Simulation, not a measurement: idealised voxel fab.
process module | voxel transistor to metal
cross-section cut | 200 nm wide | cells 5 nm
A cross-section is a grid of square cells, given in bands from the top down. A band is one or more rows of cells.
Each band's line starts with the height of the band's top and of its bottom, in nm. Then come its materials from left to right, each with its width in nm. One material with "throughout" fills the band from edge to edge. "air" is empty space.
Height 0 is the level under which the wafer as received is all one material. The lowest band goes on downwards, as in "0 down".
A width such as "30 to 40" changes by the same amount from each row of cells to the next, from the band's top row to its bottom row.
"no change" after a step means that no cell of the cross-section changed.
closed voids: empty space of 8 cells or more with no open way to the top, each as width x height at its distance from the left edge, in nm
after a step's settings: what the simulator itself notes on the step
overlay nm, on a step with a mask: how far to the right of its planned place the mask lay; to the left if negative
plan
1 op RECEIVE | material Si
2 op CONFORMAL_DEP | material SiO2 | thk nm 5
3 op CONFORMAL_DEP | material SiN | thk nm 15
4 op MASKED_ETCH | tone cover | mask id ACTIVE | width nm 95 | etch materials SiN | depth nm 15 | overlay nm 0
5 op MASKED_ETCH | tone cover | mask id ACTIVE | width nm 95 | etch materials SiO2 | depth nm 5 | overlay nm 0
6 op MASKED_ETCH | tone cover | mask id ACTIVE | width nm 95 | etch materials Si | depth nm 30 | overlay nm 0
7 op OXIDIZE | depth nm 5
8 op FILL_DEP | material SiO2 | thk nm 10
9 op CMP | height nm 20
10 op SELECTIVE_ETCH | etch materials SiO2 | depth nm 10
11 op STRIP | etch materials SiN
12 op SELECTIVE_ETCH | etch materials SiO2 | depth nm 5
13 op OXIDIZE | depth nm 5
14 op DIRECTIONAL_DEP | material polySi | thk nm 30
15 op DIRECTIONAL_DEP | material SiCN | thk nm 15
16 op PATTERN | tone cover | mask id GATE | material resist | width nm 15 | thk nm 20 | overlay nm 0
17 op DIRECTIONAL_ETCH | etch materials SiCN | depth nm 25
18 op DIRECTIONAL_ETCH | etch materials polySi | depth nm 40
19 op STRIP | etch materials resist
20 op CONFORMAL_DEP | material SiO2 | thk nm 5
21 op DIRECTIONAL_ETCH | etch materials SiO2 | depth nm 5
22 op CONFORMAL_DEP | material SiN | thk nm 5
23 op DIRECTIONAL_ETCH | etch materials SiN | depth nm 5
24 op DIRECTIONAL_ETCH | etch materials SiO2 | depth nm 5
25 op DIRECTIONAL_ETCH | etch materials Si | depth nm 15
26 op EPI | material pSi | thk nm 20
27 op FILL_DEP | material SiO2 | thk nm 5
28 op CMP | height nm 45
29 op DIRECTIONAL_DEP | material SiO2 | thk nm 10
30 op PATTERN | tone open | mask id CONTACT | material resist | width nm 20 | pitch nm 65 | thk nm 20 | overlay nm 0
31 op DIRECTIONAL_ETCH | etch materials SiO2 | depth nm 55
32 op STRIP | etch materials resist
33 op CONFORMAL_DEP | material TiN | thk nm 5
34 op FILL_DEP | material Ru | thk nm 5
35 op CMP | height nm 55
36 op DIRECTIONAL_DEP | material TiN | thk nm 5
37 op DIRECTIONAL_DEP | material W | thk nm 25
38 op MASKED_ETCH | tone cover | mask id METAL_1 | width nm 20 | pitch nm 65 | etch materials W | depth nm 25 | overlay nm 0
39 op MASKED_ETCH | tone cover | mask id METAL_1 | width nm 20 | pitch nm 65 | etch materials TiN | depth nm 5 | overlay nm 0
40 op CONFORMAL_DEP | material SiCN | thk nm 5
41 op FILL_DEP | material lowk | thk nm 5
42 op CMP | height nm 85
43 op CONFORMAL_DEP | material SiCN | thk nm 5
44 op DIRECTIONAL_DEP | material SiO2 | thk nm 35
45 op MASKED_ETCH | tone open | mask id METAL_2 | width nm 20 | pitch nm 65 | etch materials SiO2 | depth nm 20 | overlay nm 0
46 op MASKED_ETCH | tone open | mask id METAL_2_HOLES | width nm 15 | pitch nm 65 | etch materials SiO2 | depth nm 15 | overlay nm 0
47 op MASKED_ETCH | tone open | mask id METAL_2_HOLES | width nm 15 | pitch nm 65 | etch materials SiCN | depth nm 5 | overlay nm 0
48 op CONFORMAL_DEP | material TiN | thk nm 5
49 op FILL_DEP | material Cu | thk nm 5
50 op CMP | height nm 125
51 op CONFORMAL_DEP | material SiN | thk nm 5
first wafer, as planned
as received, after step 1
  0 down: Si throughout
  closed voids: none
after step 2
  5 to 0: SiO2 throughout
  below 0: unchanged
after step 3
  20 to 5: SiN throughout
  below 5: unchanged
after step 4
  20 to 5: air 50 | SiN 95 | air 55
  below 5: unchanged
after step 5
  20 to 5: air 50 | SiN 95 | air 55
  5 to 0: air 50 | SiO2 95 | air 55
  below 0: unchanged
after step 6
  20 to 5: air 50 | SiN 95 | air 55
  5 to 0: air 50 | SiO2 95 | air 55
  0 to -30: air 50 | Si 95 | air 55
  below -30: unchanged
after step 7
  20 to 5: air 50 | SiN 95 | air 55
  5 to 0: air 50 | SiO2 95 | air 55
  0 to -30: air 50 | SiO2 5 | Si 85 | SiO2 5 | air 55
  -30 to -35: SiO2 55 | Si 85 | SiO2 60
  below -35: unchanged
after step 8
  30 to 20: SiO2 throughout
  20 to 5: SiO2 50 | SiN 95 | SiO2 55
  5 to 0: SiO2 throughout
  0 to -35: SiO2 55 | Si 85 | SiO2 60
  below -35: unchanged
after step 9
  20 to 5: SiO2 50 | SiN 95 | SiO2 55
  below 5: unchanged
after step 10
  20 to 10: air 50 | SiN 95 | air 55
  below 10: unchanged
after step 11
  10 to 5: SiO2 50 | air 95 | SiO2 55
  below 5: unchanged
after step 12
  5 to 0: SiO2 45 | air 105 | SiO2 50
  below 0: unchanged
after step 13
  5 to 0: SiO2 45 | air 105 | SiO2 50
  0 to -5: SiO2 throughout
  below -5: unchanged
after step 14
  35 to 30: polySi 45 | air 105 | polySi 50
  30 to 5: polySi throughout
  5 to 0: SiO2 45 | polySi 105 | SiO2 50
  below 0: unchanged
after step 15
  50 to 45: SiCN 45 | air 105 | SiCN 50
  45 to 35: SiCN throughout
  35 to 30: polySi 45 | SiCN 105 | polySi 50
  below 30: unchanged
after step 16
  70 to 50: air 90 | resist 15 | air 95
  50 to 45: SiCN 45 | air 45 | resist 15 | air 45 | SiCN 50
  below 45: unchanged
after step 17
  70 to 45: air 90 | resist 15 | air 95
  45 to 35: air 90 | SiCN 15 | air 95
  35 to 30: polySi 45 | air 45 | SiCN 15 | air 45 | polySi 50
  below 30: unchanged
after step 18
  70 to 45: air 90 | resist 15 | air 95
  45 to 30: air 90 | SiCN 15 | air 95
  30 to 5: air 90 | polySi 15 | air 95
  5 to 0: SiO2 45 | air 45 | polySi 15 | air 45 | SiO2 50
  below 0: unchanged
after step 19
  45 to 30: air 90 | SiCN 15 | air 95
  below 30: unchanged
after step 20
  50 to 45: air 85 | SiO2 25 | air 90
  45 to 30: air 85 | SiO2 5 | SiCN 15 | SiO2 5 | air 90
  30 to 10: air 85 | SiO2 5 | polySi 15 | SiO2 5 | air 90
  10 to 5: SiO2 50 | air 35 | SiO2 5 | polySi 15 | SiO2 5 | air 35 | SiO2 55
  5 to 0: SiO2 90 | polySi 15 | SiO2 95
  below 0: unchanged
after step 21
  45 to 30: air 85 | SiO2 5 | SiCN 15 | SiO2 5 | air 90
  30 to 5: air 85 | SiO2 5 | polySi 15 | SiO2 5 | air 90
  5 to 0: SiO2 50 | air 35 | SiO2 5 | polySi 15 | SiO2 5 | air 35 | SiO2 55
  below 0: unchanged
after step 22
  50 to 45: air 80 | SiN 35 | air 85
  45 to 30: air 80 | SiN 5 | SiO2 5 | SiCN 15 | SiO2 5 | SiN 5 | air 85
  30 to 10: air 80 | SiN 5 | SiO2 5 | polySi 15 | SiO2 5 | SiN 5 | air 85
  10 to 5: SiN 55 | air 25 | SiN 5 | SiO2 5 | polySi 15 | SiO2 5 | SiN 5 | air 25 | SiN 60
  5 to 0: SiO2 50 | SiN 35 | SiO2 5 | polySi 15 | SiO2 5 | SiN 35 | SiO2 55
  below 0: unchanged
after step 23
  45 to 30: air 80 | SiN 5 | SiO2 5 | SiCN 15 | SiO2 5 | SiN 5 | air 85
  30 to 5: air 80 | SiN 5 | SiO2 5 | polySi 15 | SiO2 5 | SiN 5 | air 85
  5 to 0: SiO2 50 | SiN 5 | air 25 | SiN 5 | SiO2 5 | polySi 15 | SiO2 5 | SiN 5 | air 25 | SiN 5 | SiO2 55
  below 0: unchanged
after step 24
  45 to 40: air 80 | SiN 5 | air 5 | SiCN 15 | air 5 | SiN 5 | air 85
  40 to 30: air 80 | SiN 5 | SiO2 5 | SiCN 15 | SiO2 5 | SiN 5 | air 85
  30 to 5: air 80 | SiN 5 | SiO2 5 | polySi 15 | SiO2 5 | SiN 5 | air 85
  5 to 0: air 50 | SiN 5 | air 25 | SiN 5 | SiO2 5 | polySi 15 | SiO2 5 | SiN 5 | air 25 | SiN 5 | air 55
  0 to -5: SiO2 55 | air 25 | SiO2 35 | air 25 | SiO2 60
  below -5: unchanged
after step 25
  45 to 40: air 80 | SiN 5 | air 5 | SiCN 15 | air 5 | SiN 5 | air 85
  40 to 30: air 80 | SiN 5 | SiO2 5 | SiCN 15 | SiO2 5 | SiN 5 | air 85
  30 to 5: air 80 | SiN 5 | SiO2 5 | polySi 15 | SiO2 5 | SiN 5 | air 85
  5 to 0: air 50 | SiN 5 | air 25 | SiN 5 | SiO2 5 | polySi 15 | SiO2 5 | SiN 5 | air 25 | SiN 5 | air 55
  0 to -5: SiO2 55 | air 25 | SiO2 35 | air 25 | SiO2 60
  -5 to -20: SiO2 55 | air 25 | Si 35 | air 25 | SiO2 60
  below -20: unchanged
after step 26
  45 to 40: air 80 | SiN 5 | air 5 | SiCN 15 | air 5 | SiN 5 | air 85
  40 to 30: air 80 | SiN 5 | SiO2 5 | SiCN 15 | SiO2 5 | SiN 5 | air 85
  30 to 15: air 80 | SiN 5 | SiO2 5 | polySi 15 | SiO2 5 | SiN 5 | air 85
  15 to 5: air 60 | pSi 20 | SiN 5 | SiO2 5 | polySi 15 | SiO2 5 | SiN 5 | pSi 20 | air 65
  5 to 0: air 50 | SiN 5 | air 5 | pSi 20 | SiN 5 | SiO2 5 | polySi 15 | SiO2 5 | SiN 5 | pSi 20 | air 5 | SiN 5 | air 55
  0 to -5: SiO2 55 | pSi 25 | SiO2 35 | pSi 25 | SiO2 60
  -5 to -20: SiO2 55 | pSi 25 | Si 35 | pSi 25 | SiO2 60
  below -20: unchanged
after step 27
  50 to 45: SiO2 throughout
  45 to 30: SiO2 80 | SiN 5 | SiO2 5 | SiCN 15 | SiO2 5 | SiN 5 | SiO2 85
  30 to 15: SiO2 80 | SiN 5 | SiO2 5 | polySi 15 | SiO2 5 | SiN 5 | SiO2 85
  15 to 5: SiO2 60 | pSi 20 | SiN 5 | SiO2 5 | polySi 15 | SiO2 5 | SiN 5 | pSi 20 | SiO2 65
  5 to 0: SiO2 50 | SiN 5 | SiO2 5 | pSi 20 | SiN 5 | SiO2 5 | polySi 15 | SiO2 5 | SiN 5 | pSi 20 | SiO2 5 | SiN 5 | SiO2 55
  below 0: unchanged
after step 28
  45 to 30: SiO2 80 | SiN 5 | SiO2 5 | SiCN 15 | SiO2 5 | SiN 5 | SiO2 85
  below 30: unchanged
after step 29
  55 to 45: SiO2 throughout
  below 45: unchanged
after step 30
  75 to 55: resist 55 | air 20 | resist 45 | air 20 | resist 60
  below 55: unchanged
after step 31
  75 to 55: resist 55 | air 20 | resist 45 | air 20 | resist 60
  55 to 45: SiO2 55 | air 20 | SiO2 45 | air 20 | SiO2 60
  45 to 30: SiO2 55 | air 20 | SiO2 5 | SiN 5 | SiO2 5 | SiCN 15 | SiO2 5 | SiN 5 | SiO2 5 | air 20 | SiO2 60
  30 to 15: SiO2 55 | air 20 | SiO2 5 | SiN 5 | SiO2 5 | polySi 15 | SiO2 5 | SiN 5 | SiO2 5 | air 20 | SiO2 60
  15 to 5: SiO2 55 | air 5 | pSi 20 | SiN 5 | SiO2 5 | polySi 15 | SiO2 5 | SiN 5 | pSi 20 | air 5 | SiO2 60
  5 to 0: SiO2 50 | SiN 5 | air 5 | pSi 20 | SiN 5 | SiO2 5 | polySi 15 | SiO2 5 | SiN 5 | pSi 20 | air 5 | SiN 5 | SiO2 55
  below 0: unchanged
after step 32
  55 to 45: SiO2 55 | air 20 | SiO2 45 | air 20 | SiO2 60
  below 45: unchanged
after step 33
  60 to 55: TiN 60 | air 10 | TiN 55 | air 10 | TiN 65
  55 to 45: SiO2 55 | TiN 5 | air 10 | TiN 5 | SiO2 45 | TiN 5 | air 10 | TiN 5 | SiO2 60
  45 to 30: SiO2 55 | TiN 5 | air 10 | TiN 5 | SiO2 5 | SiN 5 | SiO2 5 | SiCN 15 | SiO2 5 | SiN 5 | SiO2 5 | TiN 5 | air 10 | TiN 5 | SiO2 60
  30 to 20: SiO2 55 | TiN 5 | air 10 | TiN 5 | SiO2 5 | SiN 5 | SiO2 5 | polySi 15 | SiO2 5 | SiN 5 | SiO2 5 | TiN 5 | air 10 | TiN 5 | SiO2 60
  20 to 15: SiO2 55 | TiN 20 | SiO2 5 | SiN 5 | SiO2 5 | polySi 15 | SiO2 5 | SiN 5 | SiO2 5 | TiN 20 | SiO2 60
  15 to 5: SiO2 55 | TiN 5 | pSi 20 | SiN 5 | SiO2 5 | polySi 15 | SiO2 5 | SiN 5 | pSi 20 | TiN 5 | SiO2 60
  5 to 0: SiO2 50 | SiN 5 | TiN 5 | pSi 20 | SiN 5 | SiO2 5 | polySi 15 | SiO2 5 | SiN 5 | pSi 20 | TiN 5 | SiN 5 | SiO2 55
  below 0: unchanged
after step 34
  65 to 60: Ru throughout
  60 to 55: TiN 60 | Ru 10 | TiN 55 | Ru 10 | TiN 65
  55 to 45: SiO2 55 | TiN 5 | Ru 10 | TiN 5 | SiO2 45 | TiN 5 | Ru 10 | TiN 5 | SiO2 60
  45 to 30: SiO2 55 | TiN 5 | Ru 10 | TiN 5 | SiO2 5 | SiN 5 | SiO2 5 | SiCN 15 | SiO2 5 | SiN 5 | SiO2 5 | TiN 5 | Ru 10 | TiN 5 | SiO2 60
  30 to 20: SiO2 55 | TiN 5 | Ru 10 | TiN 5 | SiO2 5 | SiN 5 | SiO2 5 | polySi 15 | SiO2 5 | SiN 5 | SiO2 5 | TiN 5 | Ru 10 | TiN 5 | SiO2 60
  below 20: unchanged
after step 35
  55 to 45: SiO2 55 | TiN 5 | Ru 10 | TiN 5 | SiO2 45 | TiN 5 | Ru 10 | TiN 5 | SiO2 60
  below 45: unchanged
after step 36
  60 to 55: TiN throughout
  below 55: unchanged
after step 37
  85 to 60: W throughout
  below 60: unchanged
after step 38
  85 to 60: air 55 | W 20 | air 45 | W 20 | air 60
  below 60: unchanged
after step 39
  85 to 60: air 55 | W 20 | air 45 | W 20 | air 60
  60 to 55: air 55 | TiN 20 | air 45 | TiN 20 | air 60
  below 55: unchanged
after step 40
  90 to 85: air 50 | SiCN 30 | air 35 | SiCN 30 | air 55
  85 to 60: air 50 | SiCN 5 | W 20 | SiCN 5 | air 35 | SiCN 5 | W 20 | SiCN 5 | air 55
  60 to 55: SiCN 55 | TiN 20 | SiCN 45 | TiN 20 | SiCN 60
  below 55: unchanged
after step 41
  95 to 90: lowk throughout
  90 to 85: lowk 50 | SiCN 30 | lowk 35 | SiCN 30 | lowk 55
  85 to 60: lowk 50 | SiCN 5 | W 20 | SiCN 5 | lowk 35 | SiCN 5 | W 20 | SiCN 5 | lowk 55
  below 60: unchanged
after step 42
  85 to 60: lowk 50 | SiCN 5 | W 20 | SiCN 5 | lowk 35 | SiCN 5 | W 20 | SiCN 5 | lowk 55
  below 60: unchanged
after step 43
  90 to 85: SiCN throughout
  below 85: unchanged
after step 44
  125 to 90: SiO2 throughout
  below 90: unchanged
after step 45
  125 to 105: SiO2 55 | air 20 | SiO2 45 | air 20 | SiO2 60
  below 105: unchanged
after step 46
  125 to 105: SiO2 55 | air 20 | SiO2 45 | air 20 | SiO2 60
  105 to 90: SiO2 55 | air 15 | SiO2 50 | air 15 | SiO2 65
  below 90: unchanged
after step 47
  125 to 105: SiO2 55 | air 20 | SiO2 45 | air 20 | SiO2 60
  105 to 90: SiO2 55 | air 15 | SiO2 50 | air 15 | SiO2 65
  90 to 85: SiCN 55 | air 15 | SiCN 50 | air 15 | SiCN 65
  below 85: unchanged
after step 48
  130 to 125: TiN 60 | air 10 | TiN 55 | air 10 | TiN 65
  125 to 110: SiO2 55 | TiN 5 | air 10 | TiN 5 | SiO2 45 | TiN 5 | air 10 | TiN 5 | SiO2 60
  110 to 105: SiO2 55 | TiN 5 | air 5 | TiN 10 | SiO2 45 | TiN 5 | air 5 | TiN 10 | SiO2 60
  105 to 90: SiO2 55 | TiN 5 | air 5 | TiN 5 | SiO2 50 | TiN 5 | air 5 | TiN 5 | SiO2 65
  90 to 85: SiCN 55 | TiN 15 | SiCN 50 | TiN 15 | SiCN 65
  below 85: unchanged
after step 49
  135 to 130: Cu throughout
  130 to 125: TiN 60 | Cu 10 | TiN 55 | Cu 10 | TiN 65
  125 to 110: SiO2 55 | TiN 5 | Cu 10 | TiN 5 | SiO2 45 | TiN 5 | Cu 10 | TiN 5 | SiO2 60
  110 to 105: SiO2 55 | TiN 5 | Cu 5 | TiN 10 | SiO2 45 | TiN 5 | Cu 5 | TiN 10 | SiO2 60
  105 to 90: SiO2 55 | TiN 5 | Cu 5 | TiN 5 | SiO2 50 | TiN 5 | Cu 5 | TiN 5 | SiO2 65
  below 90: unchanged
after step 50
  125 to 110: SiO2 55 | TiN 5 | Cu 10 | TiN 5 | SiO2 45 | TiN 5 | Cu 10 | TiN 5 | SiO2 60
  below 110: unchanged
after step 51
  130 to 125: SiN throughout
  below 125: unchanged
second wafer: like start, like plan, one mistake. Through step 10 it matches the first wafer
when step 11 should have ended
  20 to 5: air 50 | SiN 95 | air 55
  below 5: unchanged
when step 12 should have ended
  5 to 0: SiO2 throughout
  below 0: unchanged
when step 13 should have ended: no change
when step 14 should have ended
  35 to 5: polySi throughout
  below 5: unchanged
when step 15 should have ended
  50 to 35: SiCN throughout
  below 35: unchanged
when step 16 should have ended
  70 to 50: air 90 | resist 15 | air 95
  below 50: unchanged
when step 17 should have ended
  70 to 50: air 90 | resist 15 | air 95
  50 to 35: air 90 | SiCN 15 | air 95
  below 35: unchanged
when step 18 should have ended
  70 to 50: air 90 | resist 15 | air 95
  50 to 35: air 90 | SiCN 15 | air 95
  35 to 5: air 90 | polySi 15 | air 95
  below 5: unchanged
when step 19 should have ended
  50 to 35: air 90 | SiCN 15 | air 95
  below 35: unchanged
when step 20 should have ended
  55 to 50: air 85 | SiO2 25 | air 90
  50 to 35: air 85 | SiO2 5 | SiCN 15 | SiO2 5 | air 90
  35 to 10: air 85 | SiO2 5 | polySi 15 | SiO2 5 | air 90
  10 to 5: SiO2 90 | polySi 15 | SiO2 95
  below 5: unchanged
when step 21 should have ended
  50 to 35: air 85 | SiO2 5 | SiCN 15 | SiO2 5 | air 90
  35 to 5: air 85 | SiO2 5 | polySi 15 | SiO2 5 | air 90
  below 5: unchanged
when step 22 should have ended
  55 to 50: air 80 | SiN 35 | air 85
  50 to 35: air 80 | SiN 5 | SiO2 5 | SiCN 15 | SiO2 5 | SiN 5 | air 85
  35 to 10: air 80 | SiN 5 | SiO2 5 | polySi 15 | SiO2 5 | SiN 5 | air 85
  10 to 5: SiN 85 | SiO2 5 | polySi 15 | SiO2 5 | SiN 90
  below 5: unchanged
when step 23 should have ended
  50 to 35: air 80 | SiN 5 | SiO2 5 | SiCN 15 | SiO2 5 | SiN 5 | air 85
  35 to 5: air 80 | SiN 5 | SiO2 5 | polySi 15 | SiO2 5 | SiN 5 | air 85
  below 5: unchanged
when step 24 should have ended
  50 to 45: air 80 | SiN 5 | air 5 | SiCN 15 | air 5 | SiN 5 | air 85
  45 to 35: air 80 | SiN 5 | SiO2 5 | SiCN 15 | SiO2 5 | SiN 5 | air 85
  35 to 5: air 80 | SiN 5 | SiO2 5 | polySi 15 | SiO2 5 | SiN 5 | air 85
  5 to 0: air 80 | SiO2 35 | air 85
  below 0: unchanged
when step 25 should have ended
  50 to 45: air 80 | SiN 5 | air 5 | SiCN 15 | air 5 | SiN 5 | air 85
  45 to 35: air 80 | SiN 5 | SiO2 5 | SiCN 15 | SiO2 5 | SiN 5 | air 85
  35 to 5: air 80 | SiN 5 | SiO2 5 | polySi 15 | SiO2 5 | SiN 5 | air 85
  5 to 0: air 80 | SiO2 35 | air 85
  0 to -15: SiO2 55 | air 25 | Si 35 | air 25 | SiO2 60
  below -15: unchanged
when step 26 should have ended
  50 to 45: air 80 | SiN 5 | air 5 | SiCN 15 | air 5 | SiN 5 | air 85
  45 to 35: air 80 | SiN 5 | SiO2 5 | SiCN 15 | SiO2 5 | SiN 5 | air 85
  35 to 20: air 80 | SiN 5 | SiO2 5 | polySi 15 | SiO2 5 | SiN 5 | air 85
  20 to 5: air 60 | pSi 20 | SiN 5 | SiO2 5 | polySi 15 | SiO2 5 | SiN 5 | pSi 20 | air 65
  5 to 0: air 50 | pSi 30 | SiO2 35 | pSi 30 | air 55
  0 to -15: SiO2 55 | pSi 25 | Si 35 | pSi 25 | SiO2 60
  below -15: unchanged
when step 27 should have ended
  55 to 50: SiO2 throughout
  50 to 35: SiO2 80 | SiN 5 | SiO2 5 | SiCN 15 | SiO2 5 | SiN 5 | SiO2 85
  35 to 20: SiO2 80 | SiN 5 | SiO2 5 | polySi 15 | SiO2 5 | SiN 5 | SiO2 85
  20 to 5: SiO2 60 | pSi 20 | SiN 5 | SiO2 5 | polySi 15 | SiO2 5 | SiN 5 | pSi 20 | SiO2 65
  5 to 0: SiO2 50 | pSi 30 | SiO2 35 | pSi 30 | SiO2 55
  below 0: unchanged
when step 28 should have ended
  45 to 35: SiO2 80 | SiN 5 | SiO2 5 | SiCN 15 | SiO2 5 | SiN 5 | SiO2 85
  below 35: unchanged
when step 29 should have ended
  55 to 45: SiO2 throughout
  below 45: unchanged
when step 30 should have ended
  75 to 55: resist 55 | air 20 | resist 45 | air 20 | resist 60
  below 55: unchanged
when step 31 should have ended
  75 to 55: resist 55 | air 20 | resist 45 | air 20 | resist 60
  55 to 45: SiO2 55 | air 20 | SiO2 45 | air 20 | SiO2 60
  45 to 35: SiO2 55 | air 20 | SiO2 5 | SiN 5 | SiO2 5 | SiCN 15 | SiO2 5 | SiN 5 | SiO2 5 | air 20 | SiO2 60
  35 to 20: SiO2 55 | air 20 | SiO2 5 | SiN 5 | SiO2 5 | polySi 15 | SiO2 5 | SiN 5 | SiO2 5 | air 20 | SiO2 60
  20 to 5: SiO2 55 | air 5 | pSi 20 | SiN 5 | SiO2 5 | polySi 15 | SiO2 5 | SiN 5 | pSi 20 | air 5 | SiO2 60
  below 5: unchanged
when step 32 should have ended
  55 to 45: SiO2 55 | air 20 | SiO2 45 | air 20 | SiO2 60
  below 45: unchanged
when step 33 should have ended
  60 to 55: TiN 60 | air 10 | TiN 55 | air 10 | TiN 65
  55 to 45: SiO2 55 | TiN 5 | air 10 | TiN 5 | SiO2 45 | TiN 5 | air 10 | TiN 5 | SiO2 60
  45 to 35: SiO2 55 | TiN 5 | air 10 | TiN 5 | SiO2 5 | SiN 5 | SiO2 5 | SiCN 15 | SiO2 5 | SiN 5 | SiO2 5 | TiN 5 | air 10 | TiN 5 | SiO2 60
  35 to 25: SiO2 55 | TiN 5 | air 10 | TiN 5 | SiO2 5 | SiN 5 | SiO2 5 | polySi 15 | SiO2 5 | SiN 5 | SiO2 5 | TiN 5 | air 10 | TiN 5 | SiO2 60
  25 to 20: SiO2 55 | TiN 20 | SiO2 5 | SiN 5 | SiO2 5 | polySi 15 | SiO2 5 | SiN 5 | SiO2 5 | TiN 20 | SiO2 60
  20 to 5: SiO2 55 | TiN 5 | pSi 20 | SiN 5 | SiO2 5 | polySi 15 | SiO2 5 | SiN 5 | pSi 20 | TiN 5 | SiO2 60
  below 5: unchanged
when step 34 should have ended
  65 to 60: Ru throughout
  60 to 55: TiN 60 | Ru 10 | TiN 55 | Ru 10 | TiN 65
  55 to 45: SiO2 55 | TiN 5 | Ru 10 | TiN 5 | SiO2 45 | TiN 5 | Ru 10 | TiN 5 | SiO2 60
  45 to 35: SiO2 55 | TiN 5 | Ru 10 | TiN 5 | SiO2 5 | SiN 5 | SiO2 5 | SiCN 15 | SiO2 5 | SiN 5 | SiO2 5 | TiN 5 | Ru 10 | TiN 5 | SiO2 60
  35 to 25: SiO2 55 | TiN 5 | Ru 10 | TiN 5 | SiO2 5 | SiN 5 | SiO2 5 | polySi 15 | SiO2 5 | SiN 5 | SiO2 5 | TiN 5 | Ru 10 | TiN 5 | SiO2 60
  below 25: unchanged
when step 35 should have ended
  55 to 45: SiO2 55 | TiN 5 | Ru 10 | TiN 5 | SiO2 45 | TiN 5 | Ru 10 | TiN 5 | SiO2 60
  below 45: unchanged
when step 36 should have ended
  60 to 55: TiN throughout
  below 55: unchanged
when step 37 should have ended
  85 to 60: W throughout
  below 60: unchanged
when step 38 should have ended
  85 to 60: air 55 | W 20 | air 45 | W 20 | air 60
  below 60: unchanged
when step 39 should have ended
  85 to 60: air 55 | W 20 | air 45 | W 20 | air 60
  60 to 55: air 55 | TiN 20 | air 45 | TiN 20 | air 60
  below 55: unchanged
when step 40 should have ended
  90 to 85: air 50 | SiCN 30 | air 35 | SiCN 30 | air 55
  85 to 60: air 50 | SiCN 5 | W 20 | SiCN 5 | air 35 | SiCN 5 | W 20 | SiCN 5 | air 55
  60 to 55: SiCN 55 | TiN 20 | SiCN 45 | TiN 20 | SiCN 60
  below 55: unchanged
when step 41 should have ended
  95 to 90: lowk throughout
  90 to 85: lowk 50 | SiCN 30 | lowk 35 | SiCN 30 | lowk 55
  85 to 60: lowk 50 | SiCN 5 | W 20 | SiCN 5 | lowk 35 | SiCN 5 | W 20 | SiCN 5 | lowk 55
  below 60: unchanged
when step 42 should have ended
  85 to 60: lowk 50 | SiCN 5 | W 20 | SiCN 5 | lowk 35 | SiCN 5 | W 20 | SiCN 5 | lowk 55
  below 60: unchanged
when step 43 should have ended
  90 to 85: SiCN throughout
  below 85: unchanged
when step 44 should have ended
  125 to 90: SiO2 throughout
  below 90: unchanged
when step 45 should have ended
  125 to 105: SiO2 55 | air 20 | SiO2 45 | air 20 | SiO2 60
  below 105: unchanged
when step 46 should have ended
  125 to 105: SiO2 55 | air 20 | SiO2 45 | air 20 | SiO2 60
  105 to 90: SiO2 55 | air 15 | SiO2 50 | air 15 | SiO2 65
  below 90: unchanged
when step 47 should have ended
  125 to 105: SiO2 55 | air 20 | SiO2 45 | air 20 | SiO2 60
  105 to 90: SiO2 55 | air 15 | SiO2 50 | air 15 | SiO2 65
  90 to 85: SiCN 55 | air 15 | SiCN 50 | air 15 | SiCN 65
  below 85: unchanged
when step 48 should have ended
  130 to 125: TiN 60 | air 10 | TiN 55 | air 10 | TiN 65
  125 to 110: SiO2 55 | TiN 5 | air 10 | TiN 5 | SiO2 45 | TiN 5 | air 10 | TiN 5 | SiO2 60
  110 to 105: SiO2 55 | TiN 5 | air 5 | TiN 10 | SiO2 45 | TiN 5 | air 5 | TiN 10 | SiO2 60
  105 to 90: SiO2 55 | TiN 5 | air 5 | TiN 5 | SiO2 50 | TiN 5 | air 5 | TiN 5 | SiO2 65
  90 to 85: SiCN 55 | TiN 15 | SiCN 50 | TiN 15 | SiCN 65
  below 85: unchanged
when step 49 should have ended
  135 to 130: Cu throughout
  130 to 125: TiN 60 | Cu 10 | TiN 55 | Cu 10 | TiN 65
  125 to 110: SiO2 55 | TiN 5 | Cu 10 | TiN 5 | SiO2 45 | TiN 5 | Cu 10 | TiN 5 | SiO2 60
  110 to 105: SiO2 55 | TiN 5 | Cu 5 | TiN 10 | SiO2 45 | TiN 5 | Cu 5 | TiN 10 | SiO2 60
  105 to 90: SiO2 55 | TiN 5 | Cu 5 | TiN 5 | SiO2 50 | TiN 5 | Cu 5 | TiN 5 | SiO2 65
  below 90: unchanged
when step 50 should have ended
  125 to 110: SiO2 55 | TiN 5 | Cu 10 | TiN 5 | SiO2 45 | TiN 5 | Cu 10 | TiN 5 | SiO2 60
  below 110: unchanged
when step 51 should have ended
  130 to 125: SiN throughout
  below 125: unchanged
what went wrong: steps 11 and 12 were swapped
at the end the second wafer has, in cells: 4 fewer of Ru | 17 more of Si | 3 fewer of SiCN | 4 fewer of SiN | 4 fewer of SiO2 | 4 fewer of TiN | 2 more of pSi
